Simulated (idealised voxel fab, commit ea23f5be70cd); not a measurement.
process module | voxel lift off
cross-section cut | 230 nm wide | cells 5 nm
A cross-section is a grid of square cells, given in bands from the top down. A band is one or more rows of cells.
Each band's line starts with the height of the band's top and of its bottom, in nm. Then come its materials from left to right, each with its width in nm. One material with "throughout" fills the band from edge to edge. "air" is empty space.
Height 0 is the level under which the wafer as received is all one material. The lowest band goes on downwards, as in "0 down".
A width such as "30 to 40" changes by the same amount from each row of cells to the next, from the band's top row to its bottom row.
"no change" after a step means that no cell of the cross-section changed.
closed voids: empty space of 8 cells or more with no open way to the top, each as width x height at its distance from the left edge, in nm
after a step's settings: what the simulator itself notes on the step
overlay nm, on a step with a mask: how far to the right of its planned place the mask lay; to the left if negative
plan
1 op RECEIVE | material Si
2 op CONFORMAL_DEP | material SiN | thk nm 15
3 op PATTERN | tone open | mask id LINES | material resist | width nm 25 | pitch nm 55 | thk nm 15 | overlay nm 0
4 op DIRECTIONAL_DEP | material Ru | thk nm 5
5 op STRIP | etch materials resist
6 op CONFORMAL_DEP | material SiO2 | thk nm 10
first wafer, as planned
as received, after step 1
  0 down: Si throughout
  closed voids: none
after step 2
  15 to 0: SiN throughout
  below 0: unchanged
after step 3
  30 to 15: resist 45 | air 25 | resist 30 | air 25 | resist 30 | air 25 | resist 50
  below 15: unchanged
after step 4
  35 to 30: Ru 45 | air 25 | Ru 30 | air 25 | Ru 30 | air 25 | Ru 50
  30 to 20: resist 45 | air 25 | resist 30 | air 25 | resist 30 | air 25 | resist 50
  20 to 15: resist 45 | Ru 25 | resist 30 | Ru 25 | resist 30 | Ru 25 | resist 50
  below 15: unchanged
after step 5
  20 to 15: air 45 | Ru 25 | air 30 | Ru 25 | air 30 | Ru 25 | air 50
  below 15: unchanged
after step 6
  30 to 25: air 35 | SiO2 45 | air 10 | SiO2 45 | air 10 | SiO2 45 | air 40
  25 to 20: SiO2 throughout
  20 to 15: SiO2 45 | Ru 25 | SiO2 30 | Ru 25 | SiO2 30 | Ru 25 | SiO2 50
  below 15: unchanged
second wafer: like start, like plan, one mistake. Through step 1 it matches the first wafer
when step 2 should have ended: no change
when step 3 should have ended
  15 to 0: resist 45 | air 25 | resist 30 | air 25 | resist 30 | air 25 | resist 50
  below 0: unchanged
when step 4 should have ended
  20 to 15: Ru 45 | air 25 | Ru 30 | air 25 | Ru 30 | air 25 | Ru 50
  15 to 5: resist 45 | air 25 | resist 30 | air 25 | resist 30 | air 25 | resist 50
  5 to 0: resist 45 | Ru 25 | resist 30 | Ru 25 | resist 30 | Ru 25 | resist 50
  below 0: unchanged
when step 5 should have ended
  5 to 0: air 45 | Ru 25 | air 30 | Ru 25 | air 30 | Ru 25 | air 50
  below 0: unchanged
when step 6 should have ended
  15 to 10: air 35 | SiO2 45 | air 10 | SiO2 45 | air 10 | SiO2 45 | air 40
  10 to 5: SiO2 throughout
  5 to 0: SiO2 45 | Ru 25 | SiO2 30 | Ru 25 | SiO2 30 | Ru 25 | SiO2 50
  below 0: unchanged
what went wrong: step 2 was left out
at the end the second wafer has, in cells: 138 fewer of SiN
